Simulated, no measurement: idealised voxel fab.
The process module that follows is named voxel self aligned contacts.
In the cross-section labelled cut, the width is 240 nm and each square cell is 5 nm.
A cross-section is a grid of square cells, given in bands from the top down. A band is one or more rows of cells.
In this notation a band is specified by the heights of its top and bottom, in that order and in nm, after which its materials appear from left to right, each paired with its width in nm. The word "everywhere" attached to a single material means that material fills the band from edge to edge; the word "air" stands for empty space.
Height is counted from the level 0, under which the received wafer is composed throughout of one material. The lowest of the bands is not closed at the bottom but continues downward, in the notation "top 0, no bottom".
Width: "30 to 40" (first number = top row, second number = bottom row, same change from row to row of cells).
You'll sometimes find "remained unchanged" written for a step, and that's the way of saying that nowhere in the cross-section did a cell change during that step.
"Sealed internal voids" - sealed voids, min. 8 cells, no opening to top; format: width x height at distance (distance from left edge; nm throughout).
If you see something after the settings on a step's line, that's the simulator's own remark about that step.
The line of a step may include "overlay nm". On a step with a mask, this value is how far to the right of its planned place the mask lay. A negative value means the mask lay to the left.
**Process steps (planned)**
1: RECEIVE with material Si
2: OXIDIZE with depth nm 5
3: DIRECTIONAL_DEP with material polySi, thk nm 20
4: DIRECTIONAL_DEP with material SiN, thk nm 20
5: PATTERN with tone cover, mask id GATE, material resist, width nm 35, pitch nm 75, thk nm 20, overlay nm 0
6: DIRECTIONAL_ETCH with etch materials SiN, depth nm 20
7: DIRECTIONAL_ETCH with etch materials polySi, depth nm 20
8: STRIP with etch materials resist
9: CONFORMAL_DEP with material SiN, thk nm 10
10: DIRECTIONAL_ETCH with etch materials SiN, depth nm 10
11: FILL_DEP with material SiO2, thk nm 15
12: CMP with height nm 45
13: MASKED_ETCH with tone open, mask id CONTACT, width nm 50, pitch nm 75, etch materials SiO2, depth nm 50, overlay nm 0
14: CONFORMAL_DEP with material TiN, thk nm 5
15: FILL_DEP with material W, thk nm 5
16: CMP with height nm 45
17: CONFORMAL_DEP with material SiN, thk nm 5
**Here's what the wafer looked like in cross-section when it arrived - that's after step 1**
    top 0, no bottom  Si everywhere
    Sealed internal voids: none
**Module complete - cross-section of the first of two wafers, run according to plan**
    top 50, bottom 45  SiN everywhere
    top 45, bottom 40  SiO2 (55), then TiN (20), then W (10), then TiN (20), then SiO2 (25), then TiN (20), then W (10), then TiN (20), then SiO2 (60)
    top 40, bottom 20  SiO2 (15), then SiN (55), then TiN (5), then W (10), then TiN (5), then SiN (55), then TiN (5), then W (10), then TiN (5), then SiN (55), then SiO2 (20)
    top 20, bottom 0  SiO2 (15), then SiN (10), then polySi (35), then SiN (10), then TiN (5), then W (10), then TiN (5), then SiN (10), then polySi (35), then SiN (10), then TiN (5), then W (10), then TiN (5), then SiN (10), then polySi (35), then SiN (10), then SiO2 (20)
    top 0, bottom -5  SiO2 (70), then TiN (20), then SiO2 (55), then TiN (20), then SiO2 (75)
    top -5, no bottom  Si everywhere
    Sealed internal voids: none
**What the second wafer looks like in cross-section once the module is done. Its start and its plan matched the first wafer's exactly; what differed was one mistake in how it was run**
    top 50, bottom 45  SiN everywhere
    top 45, bottom 30  SiO2 (15), then SiN (55), then TiN (5), then W (10), then TiN (5), then SiN (55), then TiN (5), then W (10), then TiN (5), then SiN (55), then SiO2 (20)
    top 30, bottom 15  SiO2 (15), then SiN (10), then polySi (35), then SiN (10), then TiN (5), then W (10), then TiN (5), then SiN (10), then polySi (35), then SiN (10), then TiN (5), then W (10), then TiN (5), then SiN (10), then polySi (35), then SiN (10), then SiO2 (20)
    top 15, bottom 10  SiO2 (15), then SiN (10), then polySi (35), then SiN (10), then TiN (20), then SiN (10), then polySi (35), then SiN (10), then TiN (20), then SiN (10), then polySi (35), then SiN (10), then SiO2 (20)
    top 10, bottom 0  polySi everywhere
    top 0, bottom -5  SiO2 everywhere
    top -5, no bottom  Si everywhere
    Sealed internal voids: none
What broke from the plan during processing? for step 3, the planned setting was not used; the step was instead run as DIRECTIONAL_DEP with material polySi, thk nm 30
Per the end-of-run cell counts, the second wafer holds more or fewer of some materials than the first: 33 fewer of SiN, 27 fewer of SiO2, 24 fewer of TiN, 12 fewer of W, 96 more of polySi
